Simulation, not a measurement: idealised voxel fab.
The name of this process module is voxel wiring stack.
In the cross-section labelled cut, the width is 270 nm and each square cell is 5 nm.
Format of a cross-section: grid, square cells. Given as bands. Order: top down. Band: one or more rows of cells.
In this notation a band is specified by the heights of its top and bottom, in that order and in nm, after which its materials appear from left to right, each paired with its width in nm. The word "throughout" attached to a single material means that material fills the band from edge to edge; the word "blank" stands for empty space.
Measure heights from 0. That's the level where, below it, the as-received wafer is all one material. The lowest band is bottomless and extends downward; write it as in "0 and below".
Think of "30..40" as a width that walks from the first number to the second as you go down the band, top row to bottom row, taking equal-sized steps from row to row.
Basically "changes: none" means that step didn't change any cell in the cross-section.
"Sealed internal voids" contains a list of empty spaces, each no smaller than 8 cells and without an open way to the top, written in the form width x height at distance with the distance from the left edge and all three in nm.
Read whatever lies past the settings on a step's line as the simulator's own remark about the step.
overlay nm: where the mask lay relative to plan, measured to the right, on steps with a mask; negatives go left.
Pairs follow: section before one process step, section after it down to the lowest changed band, step with settings underneath. Pairs may come from different runs of this module on the same starting wafer; continuity with the pair above only as stated in the "Preceding state" entry.

-- Preceding state
	0 and below  Si throughout
	Sealed internal voids: none

-- State After Step
	15 down to 0  SiO2 throughout
	Unchanged below 0.
	Sealed internal voids: none
the step between: op CONFORMAL_DEP | material SiO2 | thk nm 15

Preceding state: The structure entering this step is exactly what the pair just above shows after its step.

-- State After Step
	20 down to 15  SiCN throughout
	Unchanged below 15.
	Sealed internal voids: none
the step between: op CONFORMAL_DEP | material SiCN | thk nm 5

Preceding state: The structure entering this step is exactly what the pair just above shows after its step.

-- State After Step
	45 down to 20  SiO2 throughout
	Unchanged below 20.
	Sealed internal voids: none
the step between: op DIRECTIONAL_DEP | material SiO2 | thk nm 25

Preceding state: The structure entering this step is exactly what the pair just above shows after its step.

-- State After Step
	45 down to 20  105 of SiO2 / 20 of blank / 20 of SiO2 / 20 of blank / 105 of SiO2
	Unchanged below 20.
	Sealed internal voids: none
the step between: op MASKED_ETCH | tone open | mask id METAL_1 | width nm 20 | pitch nm 40 | etch materials SiO2 | depth nm 25 | overlay nm 0

Preceding state: The structure entering this step is exactly what the pair just above shows after its step.

-- State After Step
	45 down to 20  105 of SiO2 / 20 of blank / 20 of SiO2 / 20 of blank / 105 of SiO2
	20 down to 15  105 of SiCN / 20 of blank / 20 of SiCN / 20 of blank / 105 of SiCN
	Unchanged below 15.
	Sealed internal voids: none
the step between: op MASKED_ETCH | tone open | mask id METAL_1 | width nm 20 | pitch nm 40 | etch materials SiCN | depth nm 5 | overlay nm 0

Preceding state: The structure entering this step is exactly what the pair just above shows after its step.

-- State After Step
	50 down to 45  110 of TiN / 10 of blank / 30 of TiN / 10 of blank / 110 of TiN
	45 down to 20  105 of SiO2 / 5 of TiN / 10 of blank / 5 of TiN / 20 of SiO2 / 5 of TiN / 10 of blank / 5 of TiN / 105 of SiO2
	20 down to 15  105 of SiCN / 20 of TiN / 20 of SiCN / 20 of TiN / 105 of SiCN
	Unchanged below 15.
	Sealed internal voids: none
the step between: op CONFORMAL_DEP | material TiN | thk nm 5

Preceding state: The structure entering this step is exactly what the pair just above shows after its step.

-- State After Step
	55 down to 50  Cu throughout
	50 down to 45  110 of TiN / 10 of Cu / 30 of TiN / 10 of Cu / 110 of TiN
	45 down to 20  105 of SiO2 / 5 of TiN / 10 of Cu / 5 of TiN / 20 of SiO2 / 5 of TiN / 10 of Cu / 5 of TiN / 105 of SiO2
	Unchanged below 20.
	Sealed internal voids: none
the step between: op FILL_DEP | material Cu | thk nm 5

Preceding state: The structure entering this step is exactly what the pair just above shows after its step.

-- State After Step
	45 down to 20  105 of SiO2 / 5 of TiN / 10 of Cu / 5 of TiN / 20 of SiO2 / 5 of TiN / 10 of Cu / 5 of TiN / 105 of SiO2
	Unchanged below 20.
	Sealed internal voids: none
the step between: op CMP | height nm 45

Preceding state: The structure entering this step is exactly what the pair just above shows after its step.

-- State After Step
	50 down to 45  100 of blank / 30 of Ru / 10 of blank / 30 of Ru / 100 of blank
	Unchanged below 45.
	Sealed internal voids: none
the step between: op EPI | material Ru | thk nm 5

Preceding state: The structure entering this step is exactly what the pair just above shows after its step.

-- State After Step
	55 down to 50  SiCN throughout
	50 down to 45  100 of SiCN / 30 of Ru / 10 of SiCN / 30 of Ru / 100 of SiCN
	Unchanged below 45.
	Sealed internal voids: none
the step between: op FILL_DEP | material SiCN | thk nm 5

Preceding state: The structure entering this step is exactly what the pair just above shows after its step.

-- State After Step
	65 down to 55  lowk throughout
	Unchanged below 55.
	Sealed internal voids: none
the step between: op DIRECTIONAL_DEP | material lowk | thk nm 10

Preceding state: The structure entering this step is exactly what the pair just above shows after its step.

-- State After Step
	65 down to 55  105 of lowk / 15 of blank / 25 of lowk / 15 of blank / 110 of lowk
	Unchanged below 55.
	Sealed internal voids: none
the step between: op MASKED_ETCH | tone open | mask id PLUG_1 | width nm 15 | pitch nm 40 | etch materials lowk | depth nm 10 | overlay nm 0

Preceding state: The structure entering this step is exactly what the pair just above shows after its step.

-- State After Step
	65 down to 55  105 of lowk / 15 of blank / 25 of lowk / 15 of blank / 110 of lowk
	55 down to 50  105 of SiCN / 15 of blank / 25 of SiCN / 15 of blank / 110 of SiCN
	Unchanged below 50.
	Sealed internal voids: none
the step between: op MASKED_ETCH | tone open | mask id PLUG_1 | width nm 15 | pitch nm 40 | etch materials SiCN | depth nm 5 | overlay nm 0

Preceding state: The structure entering this step is exactly what the pair just above shows after its step.

-- State After Step
	70 down to 65  110 of TiN / 5 of blank / 35 of TiN / 5 of blank / 115 of TiN
	65 down to 55  105 of lowk / 5 of TiN / 5 of blank / 5 of TiN / 25 of lowk / 5 of TiN / 5 of blank / 5 of TiN / 110 of lowk
	55 down to 50  105 of SiCN / 15 of TiN / 25 of SiCN / 15 of TiN / 110 of SiCN
	Unchanged below 50.
	Sealed internal voids: none
the step between: op CONFORMAL_DEP | material TiN | thk nm 5

Preceding state: The structure entering this step is exactly what the pair just above shows after its step.

-- State After Step
	80 down to 70  W throughout
	70 down to 65  110 of TiN / 5 of W / 35 of TiN / 5 of W / 115 of TiN
	65 down to 55  105 of lowk / 5 of TiN / 5 of W / 5 of TiN / 25 of lowk / 5 of TiN / 5 of W / 5 of TiN / 110 of lowk
	Unchanged below 55.
	Sealed internal voids: none
the step between: op FILL_DEP | material W | thk nm 10

Preceding state: The structure entering this step is exactly what the pair just above shows after its step.

-- State After Step
	65 down to 55  105 of lowk / 5 of TiN / 5 of W / 5 of TiN / 25 of lowk / 5 of TiN / 5 of W / 5 of TiN / 110 of lowk
	Unchanged below 55.
	Sealed internal voids: none
the step between: op CMP | height nm 65

Preceding state: The structure entering this step is exactly what the pair just above shows after its step.

-- State After Step
	70 down to 65  TiN throughout
	Unchanged below 65.
	Sealed internal voids: none
the step between: op DIRECTIONAL_DEP | material TiN | thk nm 5

Preceding state: The structure entering this step is exactly what the pair just above shows after its step.

-- State After Step
	95 down to 70  W throughout
	Unchanged below 70.
	Sealed internal voids: none
the step between: op DIRECTIONAL_DEP | material W | thk nm 25

Preceding state: The structure entering this step is exactly what the pair just above shows after its step.

-- State After Step
	95 down to 70  105 of blank / 20 of W / 20 of blank / 20 of W / 105 of blank
	Unchanged below 70.
	Sealed internal voids: none
the step between: op MASKED_ETCH | tone cover | mask id METAL_2 | width nm 20 | pitch nm 40 | etch materials W | depth nm 25 | overlay nm 0

Preceding state: The structure entering this step is exactly what the pair just above shows after its step.

-- State After Step
	95 down to 70  105 of blank / 20 of W / 20 of blank / 20 of W / 105 of blank
	70 down to 65  105 of blank / 20 of TiN / 20 of blank / 20 of TiN / 105 of blank
	Unchanged below 65.
	Sealed internal voids: none
the step between: op MASKED_ETCH | tone cover | mask id METAL_2 | width nm 20 | pitch nm 40 | etch materials TiN | depth nm 5 | overlay nm 0

Preceding state: The structure entering this step is exactly what the pair just above shows after its step.

-- State After Step
	100 down to 95  100 of blank / 30 of SiCN / 10 of blank / 30 of SiCN / 100 of blank
	95 down to 70  100 of blank / 5 of SiCN / 20 of W / 5 of SiCN / 10 of blank / 5 of SiCN / 20 of W / 5 of SiCN / 100 of blank
	70 down to 65  105 of SiCN / 20 of TiN / 20 of SiCN / 20 of TiN / 105 of SiCN
	Unchanged below 65.
	Sealed internal voids: none
the step between: op CONFORMAL_DEP | material SiCN | thk nm 5

Preceding state: The structure entering this step is exactly what the pair just above shows after its step.

-- State After Step
	110 down to 100  lowk throughout
	100 down to 95  100 of lowk / 30 of SiCN / 10 of lowk / 30 of SiCN / 100 of lowk
	95 down to 70  100 of lowk / 5 of SiCN / 20 of W / 5 of SiCN / 10 of lowk / 5 of SiCN / 20 of W / 5 of SiCN / 100 of lowk
	Unchanged below 70.
	Sealed internal voids: none
the step between: op FILL_DEP | material lowk | thk nm 10

Preceding state: The structure entering this step is exactly what the pair just above shows after its step.

-- State After Step
	95 down to 70  100 of lowk / 5 of SiCN / 20 of W / 5 of SiCN / 10 of lowk / 5 of SiCN / 20 of W / 5 of SiCN / 100 of lowk
	Unchanged below 70.
	Sealed internal voids: none
the step between: op CMP | height nm 95

Preceding state: The structure entering this step is exactly what the pair just above shows after its step.

-- State After Step
	100 down to 95  SiCN throughout
	Unchanged below 95.
	Sealed internal voids: none
the step between: op CONFORMAL_DEP | material SiCN | thk nm 5

-- Preceding state
	110 down to 100  lowk throughout
	100 down to 95  100 of lowk / 30 of SiCN / 10 of lowk / 30 of SiCN / 100 of lowk
	95 down to 70  100 of lowk / 5 of SiCN / 20 of W / 5 of SiCN / 10 of lowk / 5 of SiCN / 20 of W / 5 of SiCN / 100 of lowk
	70 down to 65  105 of SiCN / 20 of TiN / 20 of SiCN / 20 of TiN / 105 of SiCN
	65 down to 55  105 of lowk / 5 of TiN / 5 of W / 5 of TiN / 25 of lowk / 5 of TiN / 5 of W / 5 of TiN / 110 of lowk
	55 down to 50  105 of SiCN / 15 of TiN / 25 of SiCN / 15 of TiN / 110 of SiCN
	50 down to 45  100 of SiCN / 30 of Ru / 10 of SiCN / 30 of Ru / 100 of SiCN
	45 down to 20  105 of SiO2 / 5 of TiN / 10 of Cu / 5 of TiN / 20 of SiO2 / 5 of TiN / 10 of Cu / 5 of TiN / 105 of SiO2
	20 down to 15  105 of SiCN / 20 of TiN / 20 of SiCN / 20 of TiN / 105 of SiCN
	15 down to 0  SiO2 throughout
	0 and below  Si throughout
	Sealed internal voids: none

-- State After Step
	115 down to 110  SiCN throughout
	Unchanged below 110.
	Sealed internal voids: none
the step between: op CONFORMAL_DEP | material SiCN | thk nm 5

-- Preceding state
	15 down to 0  SiO2 throughout
	0 and below  Si throughout
	Sealed internal voids: none

-- State After Step
	30 down to 0  SiO2 throughout
	Unchanged below 0.
	Sealed internal voids: none
the step between: op CONFORMAL_DEP | material SiO2 | thk nm 15

Preceding state: The structure entering this step is exactly what the pair just above shows after its step.

-- State After Step
	35 down to 30  SiCN throughout
	Unchanged below 30.
	Sealed internal voids: none
the step between: op CONFORMAL_DEP | material SiCN | thk nm 5

Preceding state: The structure entering this step is exactly what the pair just above shows after its step.

-- State After Step
	60 down to 35  SiO2 throughout
	Unchanged below 35.
	Sealed internal voids: none
the step between: op DIRECTIONAL_DEP | material SiO2 | thk nm 25

Preceding state: The structure entering this step is exactly what the pair just above shows after its step.

-- State After Step
	60 down to 35  105 of SiO2 / 20 of blank / 20 of SiO2 / 20 of blank / 105 of SiO2
	Unchanged below 35.
	Sealed internal voids: none
the step between: op MASKED_ETCH | tone open | mask id METAL_1 | width nm 20 | pitch nm 40 | etch materials SiO2 | depth nm 25 | overlay nm 0

Preceding state: The structure entering this step is exactly what the pair just above shows after its step.

-- State After Step
	60 down to 35  105 of SiO2 / 20 of blank / 20 of SiO2 / 20 of blank / 105 of SiO2
	35 down to 30  105 of SiCN / 20 of blank / 20 of SiCN / 20 of blank / 105 of SiCN
	Unchanged below 30.
	Sealed internal voids: none
the step between: op MASKED_ETCH | tone open | mask id METAL_1 | width nm 20 | pitch nm 40 | etch materials SiCN | depth nm 5 | overlay nm 0

Preceding state: The structure entering this step is exactly what the pair just above shows after its step.

-- State After Step
	65 down to 60  110 of TiN / 10 of blank / 30 of TiN / 10 of blank / 110 of TiN
	60 down to 35  105 of SiO2 / 5 of TiN / 10 of blank / 5 of TiN / 20 of SiO2 / 5 of TiN / 10 of blank / 5 of TiN / 105 of SiO2
	35 down to 30  105 of SiCN / 20 of TiN / 20 of SiCN / 20 of TiN / 105 of SiCN
	Unchanged below 30.
	Sealed internal voids: none
the step between: op CONFORMAL_DEP | material TiN | thk nm 5

Preceding state: The structure entering this step is exactly what the pair just above shows after its step.

-- State After Step
	70 down to 65  Cu throughout
	65 down to 60  110 of TiN / 10 of Cu / 30 of TiN / 10 of Cu / 110 of TiN
	60 down to 35  105 of SiO2 / 5 of TiN / 10 of Cu / 5 of TiN / 20 of SiO2 / 5 of TiN / 10 of Cu / 5 of TiN / 105 of SiO2
	Unchanged below 35.
	Sealed internal voids: none
the step between: op FILL_DEP | material Cu | thk nm 5

Preceding state: The structure entering this step is exactly what the pair just above shows after its step.

-- State After Step
	45 down to 35  105 of SiO2 / 5 of TiN / 10 of Cu / 5 of TiN / 20 of SiO2 / 5 of TiN / 10 of Cu / 5 of TiN / 105 of SiO2
	Unchanged below 35.
	Sealed internal voids: none
the step between: op CMP | height nm 45

Preceding state: The structure entering this step is exactly what the pair just above shows after its step.

-- State After Step
	50 down to 45  100 of blank / 30 of Ru / 10 of blank / 30 of Ru / 100 of blank
	Unchanged below 45.
	Sealed internal voids: none
the step between: op EPI | material Ru | thk nm 5

Preceding state: The structure entering this step is exactly what the pair just above shows after its step.

-- State After Step
	55 down to 50  SiCN throughout
	50 down to 45  100 of SiCN / 30 of Ru / 10 of SiCN / 30 of Ru / 100 of SiCN
	Unchanged below 45.
	Sealed internal voids: none
the step between: op FILL_DEP | material SiCN | thk nm 5

Preceding state: The structure entering this step is exactly what the pair just above shows after its step.

-- State After Step
	65 down to 55  lowk throughout
	Unchanged below 55.
	Sealed internal voids: none
the step between: op DIRECTIONAL_DEP | material lowk | thk nm 10

Preceding state: The structure entering this step is exactly what the pair just above shows after its step.

-- State After Step
	65 down to 55  105 of lowk / 15 of blank / 25 of lowk / 15 of blank / 110 of lowk
	Unchanged below 55.
	Sealed internal voids: none
the step between: op MASKED_ETCH | tone open | mask id PLUG_1 | width nm 15 | pitch nm 40 | etch materials lowk | depth nm 10 | overlay nm 0

Preceding state: The structure entering this step is exactly what the pair just above shows after its step.

-- State After Step
	65 down to 55  105 of lowk / 15 of blank / 25 of lowk / 15 of blank / 110 of lowk
	55 down to 50  105 of SiCN / 15 of blank / 25 of SiCN / 15 of blank / 110 of SiCN
	Unchanged below 50.
	Sealed internal voids: none
the step between: op MASKED_ETCH | tone open | mask id PLUG_1 | width nm 15 | pitch nm 40 | etch materials SiCN | depth nm 5 | overlay nm 0

Preceding state: The structure entering this step is exactly what the pair just above shows after its step.

-- State After Step
	70 down to 65  110 of TiN / 5 of blank / 35 of TiN / 5 of blank / 115 of TiN
	65 down to 55  105 of lowk / 5 of TiN / 5 of blank / 5 of TiN / 25 of lowk / 5 of TiN / 5 of blank / 5 of TiN / 110 of lowk
	55 down to 50  105 of SiCN / 15 of TiN / 25 of SiCN / 15 of TiN / 110 of SiCN
	Unchanged below 50.
	Sealed internal voids: none
the step between: op CONFORMAL_DEP | material TiN | thk nm 5

Preceding state: The structure entering this step is exactly what the pair just above shows after its step.

-- State After Step
	80 down to 70  W throughout
	70 down to 65  110 of TiN / 5 of W / 35 of TiN / 5 of W / 115 of TiN
	65 down to 55  105 of lowk / 5 of TiN / 5 of W / 5 of TiN / 25 of lowk / 5 of TiN / 5 of W / 5 of TiN / 110 of lowk
	Unchanged below 55.
	Sealed internal voids: none
the step between: op FILL_DEP | material W | thk nm 10

Preceding state: The structure entering this step is exactly what the pair just above shows after its step.

-- State After Step
	65 down to 55  105 of lowk / 5 of TiN / 5 of W / 5 of TiN / 25 of lowk / 5 of TiN / 5 of W / 5 of TiN / 110 of lowk
	Unchanged below 55.
	Sealed internal voids: none
the step between: op CMP | height nm 65

Preceding state: The structure entering this step is exactly what the pair just above shows after its step.

-- State After Step
	70 down to 65  TiN throughout
	Unchanged below 65.
	Sealed internal voids: none
the step between: op DIRECTIONAL_DEP | material TiN | thk nm 5

Preceding state: The structure entering this step is exactly what the pair just above shows after its step.

-- State After Step
	95 down to 70  W throughout
	Unchanged below 70.
	Sealed internal voids: none
the step between: op DIRECTIONAL_DEP | material W | thk nm 25

Preceding state: The structure entering this step is exactly what the pair just above shows after its step.

-- State After Step
	95 down to 70  105 of blank / 20 of W / 20 of blank / 20 of W / 105 of blank
	Unchanged below 70.
	Sealed internal voids: none
the step between: op MASKED_ETCH | tone cover | mask id METAL_2 | width nm 20 | pitch nm 40 | etch materials W | depth nm 25 | overlay nm 0

Preceding state: The structure entering this step is exactly what the pair just above shows after its step.

-- State After Step
	95 down to 70  105 of blank / 20 of W / 20 of blank / 20 of W / 105 of blank
	70 down to 65  105 of blank / 20 of TiN / 20 of blank / 20 of TiN / 105 of blank
	Unchanged below 65.
	Sealed internal voids: none
the step between: op MASKED_ETCH | tone cover | mask id METAL_2 | width nm 20 | pitch nm 40 | etch materials TiN | depth nm 5 | overlay nm 0

Preceding state: The structure entering this step is exactly what the pair just above shows after its step.

-- State After Step
	100 down to 95  100 of blank / 30 of SiCN / 10 of blank / 30 of SiCN / 100 of blank
	95 down to 70  100 of blank / 5 of SiCN / 20 of W / 5 of SiCN / 10 of blank / 5 of SiCN / 20 of W / 5 of SiCN / 100 of blank
	70 down to 65  105 of SiCN / 20 of TiN / 20 of SiCN / 20 of TiN / 105 of SiCN
	Unchanged below 65.
	Sealed internal voids: none
the step between: op CONFORMAL_DEP | material SiCN | thk nm 5

Preceding state: The structure entering this step is exactly what the pair just above shows after its step.

-- State After Step
	110 down to 100  lowk throughout
	100 down to 95  100 of lowk / 30 of SiCN / 10 of lowk / 30 of SiCN / 100 of lowk
	95 down to 70  100 of lowk / 5 of SiCN / 20 of W / 5 of SiCN / 10 of lowk / 5 of SiCN / 20 of W / 5 of SiCN / 100 of lowk
	Unchanged below 70.
	Sealed internal voids: none
the step between: op FILL_DEP | material lowk | thk nm 10

Preceding state: The structure entering this step is exactly what the pair just above shows after its step.

-- State After Step
	95 down to 70  100 of lowk / 5 of SiCN / 20 of W / 5 of SiCN / 10 of lowk / 5 of SiCN / 20 of W / 5 of SiCN / 100 of lowk
	Unchanged below 70.
	Sealed internal voids: none
the step between: op CMP | height nm 95

Preceding state: The structure entering this step is exactly what the pair just above shows after its step.

-- State After Step
	100 down to 95  SiCN throughout
	Unchanged below 95.
	Sealed internal voids: none
the step between: op CONFORMAL_DEP | material SiCN | thk nm 5

-- Preceding state
	15 down to 0  SiO2 throughout
	0 and below  Si throughout
	Sealed internal voids: none

-- State After Step
	40 down to 0  SiO2 throughout
	Unchanged below 0.
	Sealed internal voids: none
the step between: op DIRECTIONAL_DEP | material SiO2 | thk nm 25

Preceding state: The structure entering this step is exactly what the pair just above shows after its step.

-- State After Step
	45 down to 40  SiCN throughout
	Unchanged below 40.
	Sealed internal voids: none
the step between: op CONFORMAL_DEP | material SiCN | thk nm 5

Preceding state: The structure entering this step is exactly what the pair just above shows after its step.

-- State After Step
	45 down to 40  105 of SiCN / 20 of blank / 20 of SiCN / 20 of blank / 105 of SiCN
	Unchanged below 40.
	Sealed internal voids: none
the step between: op MASKED_ETCH | tone open | mask id METAL_1 | width nm 20 | pitch nm 40 | etch materials SiCN | depth nm 5 | overlay nm 0

Preceding state: The structure entering this step is exactly what the pair just above shows after its step.

-- State After Step
	50 down to 45  110 of TiN / 10 of blank / 30 of TiN / 10 of blank / 110 of TiN
	45 down to 40  105 of SiCN / 20 of TiN / 20 of SiCN / 20 of TiN / 105 of SiCN
	Unchanged below 40.
	Sealed internal voids: none
the step between: op CONFORMAL_DEP | material TiN | thk nm 5

Preceding state: The structure entering this step is exactly what the pair just above shows after its step.

-- State After Step
	55 down to 50  Cu throughout
	50 down to 45  110 of TiN / 10 of Cu / 30 of TiN / 10 of Cu / 110 of TiN
	Unchanged below 45.
	Sealed internal voids: none
the step between: op FILL_DEP | material Cu | thk nm 5

Preceding state: The structure entering this step is exactly what the pair just above shows after its step.

-- State After Step
	45 down to 40  105 of SiCN / 20 of TiN / 20 of SiCN / 20 of TiN / 105 of SiCN
	Unchanged below 40.
	Sealed internal voids: none
the step between: op CMP | height nm 45

Preceding state: The structure entering this step is exactly what the pair just above shows after its step.

-- State After Step
	50 down to 45  100 of blank / 30 of Ru / 10 of blank / 30 of Ru / 100 of blank
	Unchanged below 45.
	Sealed internal voids: none
the step between: op EPI | material Ru | thk nm 5

Preceding state: The structure entering this step is exactly what the pair just above shows after its step.

-- State After Step
	55 down to 50  SiCN throughout
	50 down to 45  100 of SiCN / 30 of Ru / 10 of SiCN / 30 of Ru / 100 of SiCN
	Unchanged below 45.
	Sealed internal voids: none
the step between: op FILL_DEP | material SiCN | thk nm 5

Preceding state: The structure entering this step is exactly what the pair just above shows after its step.

-- State After Step
	65 down to 55  lowk throughout
	Unchanged below 55.
	Sealed internal voids: none
the step between: op DIRECTIONAL_DEP | material lowk | thk nm 10

Preceding state: The structure entering this step is exactly what the pair just above shows after its step.

-- State After Step
	65 down to 55  105 of lowk / 15 of blank / 25 of lowk / 15 of blank / 110 of lowk
	Unchanged below 55.
	Sealed internal voids: none
the step between: op MASKED_ETCH | tone open | mask id PLUG_1 | width nm 15 | pitch nm 40 | etch materials lowk | depth nm 10 | overlay nm 0

Preceding state: The structure entering this step is exactly what the pair just above shows after its step.

-- State After Step
	65 down to 55  105 of lowk / 15 of blank / 25 of lowk / 15 of blank / 110 of lowk
	55 down to 50  105 of SiCN / 15 of blank / 25 of SiCN / 15 of blank / 110 of SiCN
	Unchanged below 50.
	Sealed internal voids: none
the step between: op MASKED_ETCH | tone open | mask id PLUG_1 | width nm 15 | pitch nm 40 | etch materials SiCN | depth nm 5 | overlay nm 0

Preceding state: The structure entering this step is exactly what the pair just above shows after its step.

-- State After Step
	70 down to 65  110 of TiN / 5 of blank / 35 of TiN / 5 of blank / 115 of TiN
	65 down to 55  105 of lowk / 5 of TiN / 5 of blank / 5 of TiN / 25 of lowk / 5 of TiN / 5 of blank / 5 of TiN / 110 of lowk
	55 down to 50  105 of SiCN / 15 of TiN / 25 of SiCN / 15 of TiN / 110 of SiCN
	Unchanged below 50.
	Sealed internal voids: none
the step between: op CONFORMAL_DEP | material TiN | thk nm 5

Preceding state: The structure entering this step is exactly what the pair just above shows after its step.

-- State After Step
	80 down to 70  W throughout
	70 down to 65  110 of TiN / 5 of W / 35 of TiN / 5 of W / 115 of TiN
	65 down to 55  105 of lowk / 5 of TiN / 5 of W / 5 of TiN / 25 of lowk / 5 of TiN / 5 of W / 5 of TiN / 110 of lowk
	Unchanged below 55.
	Sealed internal voids: none
the step between: op FILL_DEP | material W | thk nm 10

Preceding state: The structure entering this step is exactly what the pair just above shows after its step.

-- State After Step
	65 down to 55  105 of lowk / 5 of TiN / 5 of W / 5 of TiN / 25 of lowk / 5 of TiN / 5 of W / 5 of TiN / 110 of lowk
	Unchanged below 55.
	Sealed internal voids: none
the step between: op CMP | height nm 65

Preceding state: The structure entering this step is exactly what the pair just above shows after its step.

-- State After Step
	70 down to 65  TiN throughout
	Unchanged below 65.
	Sealed internal voids: none
the step between: op DIRECTIONAL_DEP | material TiN | thk nm 5

Preceding state: The structure entering this step is exactly what the pair just above shows after its step.

-- State After Step
	95 down to 70  W throughout
	Unchanged below 70.
	Sealed internal voids: none
the step between: op DIRECTIONAL_DEP | material W | thk nm 25

Preceding state: The structure entering this step is exactly what the pair just above shows after its step.

-- State After Step
	95 down to 70  105 of blank / 20 of W / 20 of blank / 20 of W / 105 of blank
	Unchanged below 70.
	Sealed internal voids: none
the step between: op MASKED_ETCH | tone cover | mask id METAL_2 | width nm 20 | pitch nm 40 | etch materials W | depth nm 25 | overlay nm 0

Preceding state: The structure entering this step is exactly what the pair just above shows after its step.

-- State After Step
	95 down to 70  105 of blank / 20 of W / 20 of blank / 20 of W / 105 of blank
	70 down to 65  105 of blank / 20 of TiN / 20 of blank / 20 of TiN / 105 of blank
	Unchanged below 65.
	Sealed internal voids: none
the step between: op MASKED_ETCH | tone cover | mask id METAL_2 | width nm 20 | pitch nm 40 | etch materials TiN | depth nm 5 | overlay nm 0

Preceding state: The structure entering this step is exactly what the pair just above shows after its step.

-- State After Step
	100 down to 95  100 of blank / 30 of SiCN / 10 of blank / 30 of SiCN / 100 of blank
	95 down to 70  100 of blank / 5 of SiCN / 20 of W / 5 of SiCN / 10 of blank / 5 of SiCN / 20 of W / 5 of SiCN / 100 of blank
	70 down to 65  105 of SiCN / 20 of TiN / 20 of SiCN / 20 of TiN / 105 of SiCN
	Unchanged below 65.
	Sealed internal voids: none
the step between: op CONFORMAL_DEP | material SiCN | thk nm 5

Preceding state: The structure entering this step is exactly what the pair just above shows after its step.

-- State After Step
	110 down to 100  lowk throughout
	100 down to 95  100 of lowk / 30 of SiCN / 10 of lowk / 30 of SiCN / 100 of lowk
	95 down to 70  100 of lowk / 5 of SiCN / 20 of W / 5 of SiCN / 10 of lowk / 5 of SiCN / 20 of W / 5 of SiCN / 100 of lowk
	Unchanged below 70.
	Sealed internal voids: none
the step between: op FILL_DEP | material lowk | thk nm 10

Preceding state: The structure entering this step is exactly what the pair just above shows after its step.

-- State After Step
	95 down to 70  100 of lowk / 5 of SiCN / 20 of W / 5 of SiCN / 10 of lowk / 5 of SiCN / 20 of W / 5 of SiCN / 100 of lowk
	Unchanged below 70.
	Sealed internal voids: none
the step between: op CMP | height nm 95

Preceding state: The structure entering this step is exactly what the pair just above shows after its step.

-- State After Step
	100 down to 95  SiCN throughout
	Unchanged below 95.
	Sealed internal voids: none
the step between: op CONFORMAL_DEP | material SiCN | thk nm 5

-- Preceding state
	80 down to 70  W throughout
	70 down to 65  110 of TiN / 5 of W / 35 of TiN / 5 of W / 115 of TiN
	65 down to 55  105 of lowk / 5 of TiN / 5 of W / 5 of TiN / 25 of lowk / 5 of TiN / 5 of W / 5 of TiN / 110 of lowk
	55 down to 50  105 of SiCN / 15 of TiN / 25 of SiCN / 15 of TiN / 110 of SiCN
	50 down to 45  100 of SiCN / 30 of Ru / 10 of SiCN / 30 of Ru / 100 of SiCN
	45 down to 20  105 of SiO2 / 5 of TiN / 10 of Cu / 5 of TiN / 20 of SiO2 / 5 of TiN / 10 of Cu / 5 of TiN / 105 of SiO2
	20 down to 15  105 of SiCN / 20 of TiN / 20 of SiCN / 20 of TiN / 105 of SiCN
	15 down to 0  SiO2 throughout
	0 and below  Si throughout
	Sealed internal voids: none

-- State After Step
	75 down to 70  W throughout
	Unchanged below 70.
	Sealed internal voids: none
the step between: op CMP | height nm 75

Preceding state: The structure entering this step is exactly what the pair just above shows after its step.

-- State After Step
	80 down to 75  TiN throughout
	Unchanged below 75.
	Sealed internal voids: none
the step between: op DIRECTIONAL_DEP | material TiN | thk nm 5

Preceding state: The structure entering this step is exactly what the pair just above shows after its step.

-- State After Step
	105 down to 80  W throughout
	Unchanged below 80.
	Sealed internal voids: none
the step between: op DIRECTIONAL_DEP | material W | thk nm 25

Preceding state: The structure entering this step is exactly what the pair just above shows after its step.

-- State After Step
	105 down to 80  105 of blank / 20 of W / 20 of blank / 20 of W / 105 of blank
	Unchanged below 80.
	Sealed internal voids: none
the step between: op MASKED_ETCH | tone cover | mask id METAL_2 | width nm 20 | pitch nm 40 | etch materials W | depth nm 25 | overlay nm 0

Preceding state: The structure entering this step is exactly what the pair just above shows after its step.

-- State After Step
	105 down to 80  105 of blank / 20 of W / 20 of blank / 20 of W / 105 of blank
	80 down to 75  105 of blank / 20 of TiN / 20 of blank / 20 of TiN / 105 of blank
	Unchanged below 75.
	Sealed internal voids: none
the step between: op MASKED_ETCH | tone cover | mask id METAL_2 | width nm 20 | pitch nm 40 | etch materials TiN | depth nm 5 | overlay nm 0

Preceding state: The structure entering this step is exactly what the pair just above shows after its step.

-- State After Step
	110 down to 105  100 of blank / 30 of SiCN / 10 of blank / 30 of SiCN / 100 of blank
	105 down to 80  100 of blank / 5 of SiCN / 20 of W / 5 of SiCN / 10 of blank / 5 of SiCN / 20 of W / 5 of SiCN / 100 of blank
	80 down to 75  105 of SiCN / 20 of TiN / 20 of SiCN / 20 of TiN / 105 of SiCN
	Unchanged below 75.
	Sealed internal voids: none
the step between: op CONFORMAL_DEP | material SiCN | thk nm 5

Preceding state: The structure entering this step is exactly what the pair just above shows after its step.

-- State After Step
	120 down to 110  lowk throughout
	110 down to 105  100 of lowk / 30 of SiCN / 10 of lowk / 30 of SiCN / 100 of lowk
	105 down to 80  100 of lowk / 5 of SiCN / 20 of W / 5 of SiCN / 10 of lowk / 5 of SiCN / 20 of W / 5 of SiCN / 100 of lowk
	Unchanged below 80.
	Sealed internal voids: none
the step between: op FILL_DEP | material lowk | thk nm 10

Preceding state: The structure entering this step is exactly what the pair just above shows after its step.

-- State After Step
	95 down to 80  100 of lowk / 5 of SiCN / 20 of W / 5 of SiCN / 10 of lowk / 5 of SiCN / 20 of W / 5 of SiCN / 100 of lowk
	Unchanged below 80.
	Sealed internal voids: none
the step between: op CMP | height nm 95

Preceding state: The structure entering this step is exactly what the pair just above shows after its step.

-- State After Step
	100 down to 95  SiCN throughout
	Unchanged below 95.
	Sealed internal voids: none
the step between: op CONFORMAL_DEP | material SiCN | thk nm 5
